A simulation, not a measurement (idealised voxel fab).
process module | voxel capacitor over wiring
The cross-section shown here is cut; it is 170 nm wide and divided into square cells measuring 5 nm on a side.
Heads up, the way a cross-section reads in here is a grid of square cells, handed over as bands from the top down, with every band being one or more rows of cells.
Band entry format. Leading values: height of top, height of bottom, nm. Remainder: materials in left-to-right order, each with its width in nm. Special words: "full width" on a single material, which then fills the band edge to edge; "air", empty space.
Below 0: as-received wafer, all one material; heights counted from there. Lowest band: no bottom, goes on down, written "0 nm and below".
Width "30 to 40": first value at the band's top row of cells, second value at its bottom row, equal change from row to row.
"no alteration", as given for a step, is the statement that not any cell of the cross-section underwent a change during that step.
In "Completely enclosed voids" the enclosed voids are listed, meaning empty spaces of 8 cells or larger without any opening to the top. The form is width x height at distance, distance from the left edge, units nm.
On a step's line, text after the settings is the simulator commenting on that step.
overlay nm: where the mask lay relative to plan, measured to the right, on steps with a mask; negatives go left.

-- This section lists the process steps that were planned
1) RECEIVE [material Si]
2) CONFORMAL_DEP [material SiO2] [thk nm 10]
3) CONFORMAL_DEP [material SiCN] [thk nm 5]
4) DIRECTIONAL_DEP [material SiO2] [thk nm 25]
5) DIRECTIONAL_DEP [material aC] [thk nm 15]
6) PATTERN [tone open] [mask id METAL_1] [material resist] [width nm 30] [pitch nm 85] [thk nm 35] [overlay nm 0]
7) DIRECTIONAL_ETCH [etch materials aC] [depth nm 15]
8) STRIP [etch materials resist]
9) DIRECTIONAL_ETCH [etch materials SiO2] [depth nm 25]
10) DIRECTIONAL_ETCH [etch materials SiCN] [depth nm 5]
11) STRIP [etch materials aC]
12) CONFORMAL_DEP [material TiN] [thk nm 5]
13) FILL_DEP [material Ru] [thk nm 10]
14) CMP [height nm 40]
15) CONFORMAL_DEP [material SiCN] [thk nm 5]
16) DIRECTIONAL_DEP [material lowk] [thk nm 15]
17) PATTERN [tone open] [mask id PLUG_1] [material resist] [width nm 15] [thk nm 20] [overlay nm 0]
18) DIRECTIONAL_ETCH [etch materials lowk] [depth nm 15]
19) DIRECTIONAL_ETCH [etch materials SiCN] [depth nm 5]
20) STRIP [etch materials resist]
21) CONFORMAL_DEP [material TiN] [thk nm 5]
22) FILL_DEP [material Cu] [thk nm 5]
23) CMP [height nm 60]
24) DIRECTIONAL_DEP [material TiN] [thk nm 5]
25) DIRECTIONAL_DEP [material Al2O3] [thk nm 5]
26) DIRECTIONAL_DEP [material TiN] [thk nm 10]
27) PATTERN [tone cover] [mask id UPPER_PLATE] [material resist] [width nm 50] [thk nm 20] [overlay nm 0]
28) DIRECTIONAL_ETCH [etch materials TiN] [depth nm 10]
29) DIRECTIONAL_ETCH [etch materials Al2O3] [depth nm 5]
30) STRIP [etch materials resist]
31) DIRECTIONAL_DEP [material aC] [thk nm 10]
32) PATTERN [tone cover] [mask id LOWER_PLATE] [material resist] [width nm 70] [thk nm 25] [overlay nm 0]
33) DIRECTIONAL_ETCH [etch materials aC] [depth nm 10]
34) STRIP [etch materials resist]
35) DIRECTIONAL_ETCH [etch materials TiN] [depth nm 5]
36) STRIP [etch materials aC]
37) FILL_DEP [material SiO2] [thk nm 20]
38) CMP [height nm 95]
39) DIRECTIONAL_DEP [material aC] [thk nm 15]
40) PATTERN [tone open] [mask id PLUG_2] [material resist] [width nm 15] [thk nm 35] [overlay nm 0]
41) DIRECTIONAL_ETCH [etch materials aC] [depth nm 15]
42) STRIP [etch materials resist]
43) DIRECTIONAL_ETCH [etch materials SiO2] [depth nm 15]
44) STRIP [etch materials aC]
45) CONFORMAL_DEP [material TiN] [thk nm 5]
46) FILL_DEP [material Cu] [thk nm 5]
47) CMP [height nm 95]
48) CONFORMAL_DEP [material SiN] [thk nm 5]
Quick note for whoever runs this: the wafers start identical, but the width nm at step 27 isn't the same across them. The plan just shows what the first wafer had.

-- First of several wafers, received after step 1, in cross-section
  0 nm and below = Si full width
  Completely enclosed voids: none

-- What follows is a table in which each wafer occupies a row; for the wafer as it stands at the close of the module, the row states, material by material, how many cells have been gained (+) or lost (-) since receipt, and then gives its closed voids
width nm 50; +10 Al2O3; +5 Cu; +40 Ru; +53 SiCN; +34 SiN; +363 SiO2; +82 TiN; +93 lowk; Completely enclosed voids: none
width nm 55; +11 Al2O3; +5 Cu; +40 Ru; +53 SiCN; +34 SiN; +360 SiO2; +84 TiN; +93 lowk; Completely enclosed voids: none
width nm 60; +12 Al2O3; +5 Cu; +40 Ru; +53 SiCN; +34 SiN; +357 SiO2; +86 TiN; +93 lowk; Completely enclosed voids: none
width nm 65; +13 Al2O3; +5 Cu; +40 Ru; +53 SiCN; +34 SiN; +354 SiO2; +88 TiN; +93 lowk; Completely enclosed voids: none
width nm 70; +14 Al2O3; +5 Cu; +40 Ru; +53 SiCN; +34 SiN; +351 SiO2; +90 TiN; +93 lowk; Completely enclosed voids: none
width nm 75; +15 Al2O3; +5 Cu; +40 Ru; +53 SiCN; +34 SiN; +348 SiO2; +92 TiN; +93 lowk; Completely enclosed voids: none
